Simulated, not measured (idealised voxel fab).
This is a process module. Its name is voxel local oxidation.
Pictured: cross-section cut, 230 nm wide, on a grid of 5 nm square cells.
We lay out every cross-section as a grid of square cells and spell it out in bands from the top down, where one band means one or more rows of cells.
In this notation a band is specified by the heights of its top and bottom, in that order and in nm, after which its materials appear from left to right, each paired with its width in nm. The word "throughout" attached to a single material means that material fills the band from edge to edge; the word "empty" stands for empty space.
All heights in this document are referenced to 0, defined as the level beneath which the wafer, as received, consists entirely of one material. The lowest band is not bounded below; it extends indefinitely downward and is written in the form "from 0 down".
The expression "30..40" gives the width at the extremes of the band, the first number at its top row of cells and the second at its bottom row, with the width changing by equal amounts from each row to the next in between.
Take "same as before" at face value: in the step it is given for, the cross-section changed in none of its cells.
"Entrapped void list" means: voids of 8 cells or more that are shut off from the top with no open way through. Written width x height at distance, distance from the left edge, in nm.
On each step's line, the part that comes after the settings is the simulator's own comment on the step.
"overlay nm" on a masked step: distance the mask lay right of its planned place, negative for left.
[Process steps - plan]
1) RECEIVE,material Si
2) CONFORMAL_DEP,material SiO2,thk nm 5
3) CONFORMAL_DEP,material SiN,thk nm 10
4) PATTERN,tone cover,mask id ACTIVE,material resist,width nm 110,thk nm 20,overlay nm 0
5) DIRECTIONAL_ETCH,etch materials SiN,depth nm 10
6) STRIP,etch materials resist
7) SELECTIVE_ETCH,etch materials SiO2,depth nm 5
8) OXIDIZE,depth nm 10
9) STRIP,etch materials SiN
[Incoming wafer in cross-section (state: after step 1)]
* from 0 down = Si throughout
* Entrapped void list: none
[First of two wafers, end-of-module section, run followed plan]
* from 5 to 0 = empty 65 nm / SiO2 100 nm / empty 65 nm
* from 0 to -10 = SiO2 75 nm / Si 80 nm / SiO2 75 nm
* from -10 down = Si throughout
* Entrapped void list: none
[Cross-section of the latter of the two wafers at module completion. It had an identical start and an identical plan to the former; in running it, one mistake was made]
* from 5 to 0 = SiO2 55 nm / empty 120 nm / SiO2 55 nm
* from 0 to -10 = Si 45 nm / SiO2 140 nm / Si 45 nm
* from -10 down = Si throughout
* Entrapped void list: none
Diagnosis: so step 4 ended up running with a different setting than we planned, it ran as PATTERN,tone open,mask id ACTIVE,material resist,width nm 110,thk nm 20,overlay nm 0
Cell-count delta at end, second wafer over first, by material: 4 more of Si | 2 fewer of SiO2
